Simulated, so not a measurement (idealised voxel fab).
The name of this process module is voxel capacitor over wiring.
We display cut, a cross-section 155 nm in width whose square cells are each 5 nm.
Bands, listed from the top down, are how a cross-section gets written in this document; the cross-section itself is a grid of square cells, and a band is one or more rows of them. Per band: top height and bottom height in nm, followed by the left-to-right materials and their widths in nm; "edge to edge" marks a single material spanning edge to edge, "air" marks empty space. Note: height 0 marks the level under which the wafer is uniformly one material as received. Lowest band unbounded below, written "0..down". Read "30..40" as a graded width: first number on top, second number at the bottom, same change between each pair of neighbouring rows. The cross-section has no changed cell in any step marked "no alterations made". So "Unvented cavities" is basically the list of trapped voids: any empty space of 8 cells or more that can't reach the top through an opening. They're written width x height at distance, the distance being from the left edge, and it's all nm. It should be noted that, on the line of a given step, the content following the step's settings is a remark produced by the simulator itself with respect to that step. When a step includes a mask, the "overlay nm" setting on its line states how far to the right of its planned place that mask lay, and negative values state how far to the left.
These are the steps we planned for the process:
1,op RECEIVE | material Si
2,op CONFORMAL_DEP | material SiO2 | thk nm 15
3,op DIRECTIONAL_DEP | material TiN | thk nm 5
4,op DIRECTIONAL_DEP | material W | thk nm 15
5,op PATTERN | tone cover | mask id METAL_1 | material resist | width nm 25 | pitch nm 95 | thk nm 20 | overlay nm 0
6,op DIRECTIONAL_ETCH | etch materials W | depth nm 15
7,op DIRECTIONAL_ETCH | etch materials TiN | depth nm 5
8,op STRIP | etch materials resist
9,op FILL_DEP | material lowk | thk nm 5
10,op CMP | height nm 35
11,op CONFORMAL_DEP | material SiCN | thk nm 5
12,op DIRECTIONAL_DEP | material SiO2 | thk nm 20
13,op MASKED_ETCH | tone open | mask id PLUG_1 | width nm 15 | etch materials SiO2 | depth nm 20 | overlay nm 0
14,op MASKED_ETCH | tone open | mask id PLUG_1 | width nm 15 | etch materials SiCN | depth nm 5 | overlay nm 0
15,op CONFORMAL_DEP | material TiN | thk nm 5
16,op FILL_DEP | material Cu | thk nm 5
17,op CMP | height nm 60
18,op DIRECTIONAL_DEP | material TiN | thk nm 10
19,op DIRECTIONAL_DEP | material SiN | thk nm 5
20,op DIRECTIONAL_DEP | material TiN | thk nm 10
21,op MASKED_ETCH | tone cover | mask id UPPER_PLATE | width nm 75 | etch materials TiN | depth nm 10 | overlay nm 0
22,op MASKED_ETCH | tone cover | mask id UPPER_PLATE | width nm 75 | etch materials SiN | depth nm 5 | overlay nm -10
23,op MASKED_ETCH | tone cover | mask id LOWER_PLATE | width nm 85 | etch materials TiN | depth nm 10 | overlay nm 0
24,op FILL_DEP | material SiO2 | thk nm 15
25,op CMP | height nm 95
26,op PATTERN | tone open | mask id PLUG_2 | material resist | width nm 15 | thk nm 20 | overlay nm 0
27,op DIRECTIONAL_ETCH | etch materials SiO2 | depth nm 10
28,op STRIP | etch materials resist
29,op CONFORMAL_DEP | material TiN | thk nm 5
30,op FILL_DEP | material Ru | thk nm 5
31,op CMP | height nm 95
32,op CONFORMAL_DEP | material SiCN | thk nm 5
The plan's step 22 overlay nm is the first wafer's value; the wafers differ in this setting and start identical.
As-received state after step 1, first of several wafers, cross-section:
> 0..down: Si edge to edge
> Unvented cavities: none
At the end of the module, after its last step, step 32, the first of several wafers appears in cross-section as follows:
> 100..95: SiCN edge to edge
> 95..90: SiO2=35 / TiN=5 / Ru=5 / TiN=5 / SiO2=105
> 90..85: SiO2=35 / TiN=15 / SiO2=105
> 85..75: SiO2=25 / TiN=75 / SiO2=55
> 75..70: SiO2=15 / SiN=85 / SiO2=55
> 70..60: SiO2=15 / TiN=90 / SiO2=50
> 60..40: SiO2=25 / TiN=5 / Cu=5 / TiN=5 / SiO2=115
> 40..35: SiCN=25 / TiN=15 / SiCN=115
> 35..20: lowk=15 / W=25 / lowk=70 / W=25 / lowk=20
> 20..15: lowk=15 / TiN=25 / lowk=70 / TiN=25 / lowk=20
> 15..0: SiO2 edge to edge
> 0..down: Si edge to edge
> Unvented cavities: none
Showing the last wafer in cross-section at the end of the module:
> 100..95: SiCN edge to edge
> 95..90: SiO2=35 / TiN=5 / Ru=5 / TiN=5 / SiO2=105
> 90..85: SiO2=35 / TiN=15 / SiO2=105
> 85..75: SiO2=25 / TiN=75 / SiO2=55
> 75..70: SiO2=25 / SiN=90 / SiO2=40
> 70..60: SiO2=20 / TiN=95 / SiO2=40
> 60..40: SiO2=25 / TiN=5 / Cu=5 / TiN=5 / SiO2=115
> 40..35: SiCN=25 / TiN=15 / SiCN=115
> 35..20: lowk=15 / W=25 / lowk=70 / W=25 / lowk=20
> 20..15: lowk=15 / TiN=25 / lowk=70 / TiN=25 / lowk=20
> 15..0: SiO2 edge to edge
> 0..down: Si edge to edge
> Unvented cavities: none
Tabulated below, wafer by wafer, are the end-of-module results: for each material, the number of cells gained (+) or lost (-) relative to the as-received state, followed by the closed voids:
overlay nm -10 | +4 Cu | +1 Ru | +59 SiCN | +17 SiN | +333 SiO2 | +92 TiN | +30 W | +84 lowk | Unvented cavities: none
overlay nm -5 | +4 Cu | +1 Ru | +59 SiCN | +16 SiN | +336 SiO2 | +90 TiN | +30 W | +84 lowk | Unvented cavities: none
overlay nm 0 | +4 Cu | +1 Ru | +59 SiCN | +15 SiN | +337 SiO2 | +90 TiN | +30 W | +84 lowk | Unvented cavities: none
overlay nm 5 | +4 Cu | +1 Ru | +59 SiCN | +16 SiN | +336 SiO2 | +90 TiN | +30 W | +84 lowk | Unvented cavities: none
overlay nm 10 | +4 Cu | +1 Ru | +59 SiCN | +17 SiN | +333 SiO2 | +92 TiN | +30 W | +84 lowk | Unvented cavities: none
overlay nm 15 | +4 Cu | +1 Ru | +59 SiCN | +18 SiN | +330 SiO2 | +94 TiN | +30 W | +84 lowk | Unvented cavities: none
